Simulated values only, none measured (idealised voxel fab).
Herein follows the process module entitled voxel capacitor over wiring.
FYI the section here is cut, 240 nm wide, cells are 5 nm squares.
Cross-section spec: square-cell grid; bands listed top down; each band is one or more rows. Band entry format. Leading values: height of top, height of bottom, nm. Remainder: materials in left-to-right order, each with its width in nm. Special words: "throughout" on a single material, which then fills the band edge to edge; "air", empty space. All heights in this document are referenced to 0, defined as the level beneath which the wafer, as received, consists entirely of one material. The lowest band is not bounded below; it extends indefinitely downward and is written in the form "top 0, no bottom". A width such as "30->40" changes by the same amount from each row of cells to the next, from the band's top row to its bottom row. It should be understood that the words "nothing altered", when stated for a given step, signify that the cross-section underwent no change in any of its cells during that step. Reported under the label "Trapped cavities" are the empty spaces having no open way to the top and comprising 8 cells or more; the notation for each is width x height at distance, in which the distance is measured from the left edge and all three values are in nm. Past the settings on a step's line: simulator remark, on that step. overlay nm: mask offset rightward from planned place, masked step; negative means leftward offset.

Process steps (planned)
1: op RECEIVE | material Si
2: op CONFORMAL_DEP | material SiO2 | thk nm 15
3: op DIRECTIONAL_DEP | material TiN | thk nm 5
4: op DIRECTIONAL_DEP | material W | thk nm 25
5: op MASKED_ETCH | tone cover | mask id METAL_1 | width nm 20 | pitch nm 80 | etch materials W | depth nm 25 | overlay nm 0
6: op MASKED_ETCH | tone cover | mask id METAL_1 | width nm 20 | pitch nm 80 | etch materials TiN | depth nm 5 | overlay nm 0
7: op CONFORMAL_DEP | material SiN | thk nm 5
8: op FILL_DEP | material lowk | thk nm 10
9: op CMP | height nm 45
10: op CONFORMAL_DEP | material SiCN | thk nm 5
11: op DIRECTIONAL_DEP | material SiO2 | thk nm 10
12: op MASKED_ETCH | tone open | mask id PLUG_1 | width nm 15 | etch materials SiO2 | depth nm 10 | overlay nm 0
13: op MASKED_ETCH | tone open | mask id PLUG_1 | width nm 15 | etch materials SiCN | depth nm 5 | overlay nm 0
14: op EPI | material Ru | thk nm 10
15: op EPI | material Ru | thk nm 5
16: op DIRECTIONAL_DEP | material TiN | thk nm 5
17: op DIRECTIONAL_DEP | material Al2O3 | thk nm 5
18: op DIRECTIONAL_DEP | material TiN | thk nm 10
19: op PATTERN | tone cover | mask id UPPER_PLATE | material resist | width nm 65 | thk nm 20 | overlay nm 0
20: op DIRECTIONAL_ETCH | etch materials TiN | depth nm 10
21: op DIRECTIONAL_ETCH | etch materials Al2O3 | depth nm 5
22: op STRIP | etch materials resist
23: op PATTERN | tone cover | mask id LOWER_PLATE | material resist | width nm 75 | thk nm 15 | overlay nm 0
24: op DIRECTIONAL_ETCH | etch materials TiN | depth nm 5
25: op STRIP | etch materials resist
26: op FILL_DEP | material SiO2 | thk nm 15
27: op CMP | height nm 90
28: op PATTERN | tone open | mask id PLUG_2 | material resist | width nm 15 | thk nm 20 | overlay nm 0
29: op DIRECTIONAL_ETCH | etch materials SiO2 | depth nm 5
30: op STRIP | etch materials resist
31: op CONFORMAL_DEP | material TiN | thk nm 5
32: op FILL_DEP | material Cu | thk nm 10
33: op CMP | height nm 90
34: op CONFORMAL_DEP | material SiN | thk nm 5
The wafers in this document start out alike and differ in the depth nm applied at step 29; the plan shows the value used for the first wafer.

Here's the first of the wafers in cross-section, just as we got it, i.e. after step 1
	top 0, no bottom = Si throughout
	Trapped cavities: none

Wafer cross-section (first of several) - module end, post step 34 (last step)
	top 95, bottom 90 = SiN throughout
	top 90, bottom 85 = 85 nm SiO2; 15 nm TiN; 140 nm SiO2
	top 85, bottom 80 = SiO2 throughout
	top 80, bottom 70 = 75 nm SiO2; 65 nm TiN; 100 nm SiO2
	top 70, bottom 65 = 75 nm SiO2; 65 nm Al2O3; 100 nm SiO2
	top 65, bottom 60 = 70 nm SiO2; 75 nm TiN; 95 nm SiO2
	top 60, bottom 50 = 75 nm SiO2; 15 nm Ru; 150 nm SiO2
	top 50, bottom 45 = 75 nm SiCN; 15 nm Ru; 150 nm SiCN
	top 45, bottom 20 = 65 nm lowk; 5 nm SiN; 20 nm W; 5 nm SiN; 50 nm lowk; 5 nm SiN; 20 nm W; 5 nm SiN; 65 nm lowk
	top 20, bottom 15 = 70 nm SiN; 20 nm TiN; 60 nm SiN; 20 nm TiN; 70 nm SiN
	top 15, bottom 0 = SiO2 throughout
	top 0, no bottom = Si throughout
	Trapped cavities: none

Wafer cross-section (last wafer, module end)
	top 95, bottom 90 = SiN throughout
	top 90, bottom 85 = 85 nm SiO2; 5 nm TiN; 5 nm Cu; 5 nm TiN; 140 nm SiO2
	top 85, bottom 80 = 85 nm SiO2; 15 nm TiN; 140 nm SiO2
	top 80, bottom 70 = 75 nm SiO2; 65 nm TiN; 100 nm SiO2
	top 70, bottom 65 = 75 nm SiO2; 65 nm Al2O3; 100 nm SiO2
	top 65, bottom 60 = 70 nm SiO2; 75 nm TiN; 95 nm SiO2
	top 60, bottom 50 = 75 nm SiO2; 15 nm Ru; 150 nm SiO2
	top 50, bottom 45 = 75 nm SiCN; 15 nm Ru; 150 nm SiCN
	top 45, bottom 20 = 65 nm lowk; 5 nm SiN; 20 nm W; 5 nm SiN; 50 nm lowk; 5 nm SiN; 20 nm W; 5 nm SiN; 65 nm lowk
	top 20, bottom 15 = 70 nm SiN; 20 nm TiN; 60 nm SiN; 20 nm TiN; 70 nm SiN
	top 15, bottom 0 = SiO2 throughout
	top 0, no bottom = Si throughout
	Trapped cavities: none

Each row below is a wafer at the end of the module, listing for every material the number of cells it has gained (+) or lost (-) since it was received, followed by its closed voids
depth nm 5; +13 Al2O3; +9 Ru; +45 SiCN; +108 SiN; +465 SiO2; +52 TiN; +40 W; +180 lowk; Trapped cavities: none
depth nm 10; +13 Al2O3; +1 Cu; +9 Ru; +45 SiCN; +108 SiN; +462 SiO2; +54 TiN; +40 W; +180 lowk; Trapped cavities: none
depth nm 15; +13 Al2O3; +1 Cu; +9 Ru; +45 SiCN; +108 SiN; +462 SiO2; +54 TiN; +40 W; +180 lowk; Trapped cavities: none
depth nm 20; +13 Al2O3; +1 Cu; +9 Ru; +45 SiCN; +108 SiN; +462 SiO2; +54 TiN; +40 W; +180 lowk; Trapped cavities: none
depth nm 25; +13 Al2O3; +1 Cu; +9 Ru; +45 SiCN; +108 SiN; +462 SiO2; +54 TiN; +40 W; +180 lowk; Trapped cavities: none
